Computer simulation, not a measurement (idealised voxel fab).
process module | voxel wiring stack
cross-section cut | 190 nm wide | cells 5 nm
A cross-section is a grid of square cells, given in bands from the top down. A band is one or more rows of cells.
Each band's line starts with the height of the band's top and of its bottom, in nm. Then come its materials from left to right, each with its width in nm. One material with "throughout" fills the band from edge to edge. "air" is empty space.
Height 0 is the level under which the wafer as received is all one material. The lowest band goes on downwards, as in "0 down".
A width such as "30 to 40" changes by the same amount from each row of cells to the next, from the band's top row to its bottom row.
"no change" after a step means that no cell of the cross-section changed.
closed voids: empty space of 8 cells or more with no open way to the top, each as width x height at its distance from the left edge, in nm
after a step's settings: what the simulator itself notes on the step
overlay nm, on a step with a mask: how far to the right of its planned place the mask lay; to the left if negative
Each pair below shows a cross-section before one step and the cross-section after it, down to the lowest band that changed. The line under each pair gives the step between them, with its settings. The pairs can come from different runs of this module on the same starting wafer, so a pair continues from the pair above only where its "before" says so.
before
  110 to 85: resist 60 | air 20 | resist 25 | air 20 | resist 65
  85 to 75: aC throughout
  75 to 40: SiO2 throughout
  40 to 35: SiCN throughout
  35 to 15: SiO2 55 | SiN 5 | Ru 20 | SiN 5 | SiO2 15 | SiN 5 | Ru 20 | SiN 5 | SiO2 60
  15 to 10: SiN 60 | TiN 20 | SiN 25 | TiN 20 | SiN 65
  10 to 0: SiO2 throughout
  0 down: Si throughout
  closed voids: none
after
  100 to 85: resist 60 | air 20 | resist 25 | air 20 | resist 65
  85 to 75: aC 60 | air 20 | aC 25 | air 20 | aC 65
  below 75: unchanged
  closed voids: none
the step between: op DIRECTIONAL_ETCH | etch materials aC | depth nm 10
before: the cross-section after the pair above
after
  85 to 75: aC 60 | air 20 | aC 25 | air 20 | aC 65
  below 75: unchanged
  closed voids: none
the step between: op STRIP | etch materials resist
before: the cross-section after the pair above
after
  75 to 40: SiO2 throughout
  below 40: unchanged
  closed voids: none
the step between: op STRIP | etch materials aC
before: the cross-section after the pair above
after
  80 to 75: TiN throughout
  below 75: unchanged
  closed voids: none
the step between: op CONFORMAL_DEP | material TiN | thk nm 5
before: the cross-section after the pair above
after
  85 to 80: Cu throughout
  below 80: unchanged
  closed voids: none
the step between: op FILL_DEP | material Cu | thk nm 5
before: the cross-section after the pair above
after
  75 to 40: SiO2 throughout
  below 40: unchanged
  closed voids: none
the step between: op CMP | height nm 75
before: the cross-section after the pair above
after
  80 to 75: SiN throughout
  below 75: unchanged
  closed voids: none
the step between: op CONFORMAL_DEP | material SiN | thk nm 5
before
  35 to 15: Ru throughout
  15 to 10: TiN throughout
  10 to 0: SiO2 throughout
  0 down: Si throughout
  closed voids: none
after
  55 to 35: resist 60 | air 20 | resist 25 | air 20 | resist 65
  below 35: unchanged
  closed voids: none
the step between: op PATTERN | tone open | mask id METAL_1 | material resist | width nm 20 | pitch nm 45 | thk nm 20 | overlay nm 0
before: the cross-section after the pair above
after
  55 to 35: resist 60 | air 20 | resist 25 | air 20 | resist 65
  35 to 15: Ru 60 | air 20 | Ru 25 | air 20 | Ru 65
  below 15: unchanged
  closed voids: none
the step between: op DIRECTIONAL_ETCH | etch materials Ru | depth nm 20
before: the cross-section after the pair above
after
  55 to 35: resist 60 | air 20 | resist 25 | air 20 | resist 65
  35 to 15: Ru 60 | air 20 | Ru 25 | air 20 | Ru 65
  15 to 10: TiN 60 | air 20 | TiN 25 | air 20 | TiN 65
  below 10: unchanged
  closed voids: none
the step between: op DIRECTIONAL_ETCH | etch materials TiN | depth nm 5
before: the cross-section after the pair above
after
  35 to 15: Ru 60 | air 20 | Ru 25 | air 20 | Ru 65
  below 15: unchanged
  closed voids: none
the step between: op STRIP | etch materials resist
before: the cross-section after the pair above
after
  40 to 35: SiN 65 | air 10 | SiN 35 | air 10 | SiN 70
  35 to 15: Ru 60 | SiN 5 | air 10 | SiN 5 | Ru 25 | SiN 5 | air 10 | SiN 5 | Ru 65
  15 to 10: TiN 60 | SiN 20 | TiN 25 | SiN 20 | TiN 65
  below 10: unchanged
  closed voids: none
the step between: op CONFORMAL_DEP | material SiN | thk nm 5
before: the cross-section after the pair above
after
  45 to 40: SiO2 throughout
  40 to 35: SiN 65 | SiO2 10 | SiN 35 | SiO2 10 | SiN 70
  35 to 15: Ru 60 | SiN 5 | SiO2 10 | SiN 5 | Ru 25 | SiN 5 | SiO2 10 | SiN 5 | Ru 65
  below 15: unchanged
  closed voids: none
the step between: op FILL_DEP | material SiO2 | thk nm 5
before: the cross-section after the pair above
after
  35 to 15: Ru 60 | SiN 5 | SiO2 10 | SiN 5 | Ru 25 | SiN 5 | SiO2 10 | SiN 5 | Ru 65
  below 15: unchanged
  closed voids: none
the step between: op CMP | height nm 35
before: the cross-section after the pair above
after
  40 to 35: SiCN throughout
  below 35: unchanged
  closed voids: none
the step between: op CONFORMAL_DEP | material SiCN | thk nm 5
before: the cross-section after the pair above
after
  75 to 40: lowk throughout
  below 40: unchanged
  closed voids: none
the step between: op DIRECTIONAL_DEP | material lowk | thk nm 35
before: the cross-section after the pair above
after
  85 to 75: aC throughout
  below 75: unchanged
  closed voids: none
the step between: op DIRECTIONAL_DEP | material aC | thk nm 10
before: the cross-section after the pair above
after
  110 to 85: resist 60 | air 20 | resist 25 | air 20 | resist 65
  below 85: unchanged
  closed voids: none
the step between: op PATTERN | tone open | mask id METAL_2 | material resist | width nm 20 | pitch nm 45 | thk nm 25 | overlay nm 0
before: the cross-section after the pair above
after
  100 to 85: resist 60 | air 20 | resist 25 | air 20 | resist 65
  85 to 75: aC 60 | air 20 | aC 25 | air 20 | aC 65
  below 75: unchanged
  closed voids: none
the step between: op DIRECTIONAL_ETCH | etch materials aC | depth nm 10
before: the cross-section after the pair above
after
  85 to 75: aC 60 | air 20 | aC 25 | air 20 | aC 65
  below 75: unchanged
  closed voids: none
the step between: op STRIP | etch materials resist
before: the cross-section after the pair above
after
  85 to 75: aC 60 | air 20 | aC 25 | air 20 | aC 65
  75 to 55: lowk 60 | air 20 | lowk 25 | air 20 | lowk 65
  below 55: unchanged
  closed voids: none
the step between: op DIRECTIONAL_ETCH | etch materials lowk | depth nm 20
before: the cross-section after the pair above
after
  75 to 55: lowk 60 | air 20 | lowk 25 | air 20 | lowk 65
  below 55: unchanged
  closed voids: none
the step between: op STRIP | etch materials aC
before: the cross-section after the pair above
after
  75 to 55: lowk 60 | air 20 | lowk 25 | air 20 | lowk 65
  55 to 40: lowk 60 | air 15 | lowk 30 | air 15 | lowk 70
  below 40: unchanged
  closed voids: none
the step between: op MASKED_ETCH | tone open | mask id METAL_2_HOLES | width nm 15 | pitch nm 45 | etch materials lowk | depth nm 15 | overlay nm 0
before: the cross-section after the pair above
after
  75 to 55: lowk 60 | air 20 | lowk 25 | air 20 | lowk 65
  55 to 40: lowk 60 | air 15 | lowk 30 | air 15 | lowk 70
  40 to 35: SiCN 60 | air 15 | SiCN 30 | air 15 | SiCN 70
  below 35: unchanged
  closed voids: none
the step between: op MASKED_ETCH | tone open | mask id METAL_2_HOLES | width nm 15 | pitch nm 45 | etch materials SiCN | depth nm 5 | overlay nm 0
before: the cross-section after the pair above
after
  80 to 75: TiN 65 | air 10 | TiN 35 | air 10 | TiN 70
  75 to 60: lowk 60 | TiN 5 | air 10 | TiN 5 | lowk 25 | TiN 5 | air 10 | TiN 5 | lowk 65
  60 to 55: lowk 60 | TiN 5 | air 5 | TiN 10 | lowk 25 | TiN 5 | air 5 | TiN 10 | lowk 65
  55 to 40: lowk 60 | TiN 5 | air 5 | TiN 5 | lowk 30 | TiN 5 | air 5 | TiN 5 | lowk 70
  40 to 35: SiCN 60 | TiN 15 | SiCN 30 | TiN 15 | SiCN 70
  below 35: unchanged
  closed voids: none
the step between: op CONFORMAL_DEP | material TiN | thk nm 5
before: the cross-section after the pair above
after
  85 to 80: Cu throughout
  80 to 75: TiN 65 | Cu 10 | TiN 35 | Cu 10 | TiN 70
  75 to 60: lowk 60 | TiN 5 | Cu 10 | TiN 5 | lowk 25 | TiN 5 | Cu 10 | TiN 5 | lowk 65
  60 to 55: lowk 60 | TiN 5 | Cu 5 | TiN 10 | lowk 25 | TiN 5 | Cu 5 | TiN 10 | lowk 65
  55 to 40: lowk 60 | TiN 5 | Cu 5 | TiN 5 | lowk 30 | TiN 5 | Cu 5 | TiN 5 | lowk 70
  below 40: unchanged
  closed voids: none
the step between: op FILL_DEP | material Cu | thk nm 5
before: the cross-section after the pair above
after
  75 to 60: lowk 60 | TiN 5 | Cu 10 | TiN 5 | lowk 25 | TiN 5 | Cu 10 | TiN 5 | lowk 65
  below 60: unchanged
  closed voids: none
the step between: op CMP | height nm 75
before: the cross-section after the pair above
after
  80 to 75: SiN throughout
  below 75: unchanged
  closed voids: none
the step between: op CONFORMAL_DEP | material SiN | thk nm 5
